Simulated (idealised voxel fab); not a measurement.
The following is a process module called voxel capacitor over wiring.
In the cross-section labelled cut, the width is 280 nm and each square cell is 5 nm.
Notation: cross-section as square-cell grid; stated in bands, top first, going down; one or more cell rows per band. Top height, bottom height, nm. Materials left to right, width each, nm. Single material + "edge to edge" = fills band edge to edge. "air" = empty. The level at which height equals 0 is the one under which the wafer, as it arrives, is entirely one material. No lower edge exists for the bottom band, which continues downward and is notated as in "0 down". Per-row width for "30 to 40": begins at first number (top row of band), ends at second number (bottom row), increment between rows held constant. The designation "no change", where it is given for a processing step, indicates that no cell of the cross-section was altered in the course of that step. Heads up: "Sealed void listing" only lists the empty pockets with no open path to the top that are 8 cells or more, and it writes them as width x height at distance, distance from the left edge, in nm. Text after the settings on a step's line: the simulator's own remark on that step. "overlay nm" denotes, for a step that has a mask, the displacement of the mask to the right of its planned place, with negative values corresponding to the left.
-- Intended process steps
1,RECEIVE,material Si
2,CONFORMAL_DEP,material SiO2,thk nm 15
3,DIRECTIONAL_DEP,material TiN,thk nm 5
4,DIRECTIONAL_DEP,material W,thk nm 15
5,PATTERN,tone cover,mask id METAL_1,material resist,width nm 30,pitch nm 100,thk nm 20,overlay nm 0
6,DIRECTIONAL_ETCH,etch materials W,depth nm 15
7,DIRECTIONAL_ETCH,etch materials TiN,depth nm 5
8,STRIP,etch materials resist
9,FILL_DEP,material lowk,thk nm 5
10,CMP,height nm 35
11,CONFORMAL_DEP,material SiCN,thk nm 5
12,DIRECTIONAL_DEP,material lowk,thk nm 20
13,DIRECTIONAL_DEP,material aC,thk nm 10
14,PATTERN,tone open,mask id PLUG_1,material resist,width nm 15,thk nm 30,overlay nm 0
15,DIRECTIONAL_ETCH,etch materials aC,depth nm 10
16,STRIP,etch materials resist
17,DIRECTIONAL_ETCH,etch materials lowk,depth nm 20
18,DIRECTIONAL_ETCH,etch materials SiCN,depth nm 5
19,STRIP,etch materials aC
20,EPI,material Ru,thk nm 10
21,EPI,material Ru,thk nm 10
22,EPI,material Ru,thk nm 5
23,DIRECTIONAL_DEP,material TiN,thk nm 5
24,DIRECTIONAL_DEP,material HfO2,thk nm 5
25,DIRECTIONAL_DEP,material TiN,thk nm 10
26,MASKED_ETCH,tone cover,mask id UPPER_PLATE,width nm 75,etch materials TiN,depth nm 10,overlay nm 0
27,MASKED_ETCH,tone cover,mask id UPPER_PLATE,width nm 75,etch materials HfO2,depth nm 5,overlay nm 0
28,DIRECTIONAL_DEP,material aC,thk nm 10
29,PATTERN,tone cover,mask id LOWER_PLATE,material resist,width nm 85,thk nm 30,overlay nm 0
30,DIRECTIONAL_ETCH,etch materials aC,depth nm 10
31,STRIP,etch materials resist
32,DIRECTIONAL_ETCH,etch materials TiN,depth nm 5
33,STRIP,etch materials aC
34,FILL_DEP,material SiO2,thk nm 20
35,CMP,height nm 95
36,DIRECTIONAL_DEP,material aC,thk nm 15
37,PATTERN,tone open,mask id PLUG_2,material resist,width nm 15,thk nm 30,overlay nm 0
38,DIRECTIONAL_ETCH,etch materials aC,depth nm 15
39,STRIP,etch materials resist
40,DIRECTIONAL_ETCH,etch materials SiO2,depth nm 15
41,STRIP,etch materials aC
42,CONFORMAL_DEP,material TiN,thk nm 5
43,FILL_DEP,material Ru,thk nm 5
44,CMP,height nm 95
45,CONFORMAL_DEP,material SiCN,thk nm 5
The plan's step 14 width nm is the first wafer's value; the wafers differ in this setting and start identical.
-- The first of several wafers, as received after step 1, seen in section
    0 down  Si edge to edge
    Sealed void listing: none
-- The table below has one row for each wafer; a row shows, as of the end of the module, how many cells of each material the wafer has gained, marked (+), or lost, marked (-), since it was received, and then the wafer's closed voids
width nm 15, +15 HfO2, +17 Ru, +109 SiCN, +489 SiO2, +66 TiN, +36 W, +388 lowk, Sealed void listing: none
width nm 20, +15 HfO2, +22 Ru, +108 SiCN, +489 SiO2, +66 TiN, +36 W, +384 lowk, Sealed void listing: none
width nm 25, +15 HfO2, +27 Ru, +107 SiCN, +489 SiO2, +66 TiN, +36 W, +380 lowk, Sealed void listing: none
width nm 30, +15 HfO2, +32 Ru, +106 SiCN, +489 SiO2, +66 TiN, +36 W, +376 lowk, Sealed void listing: none
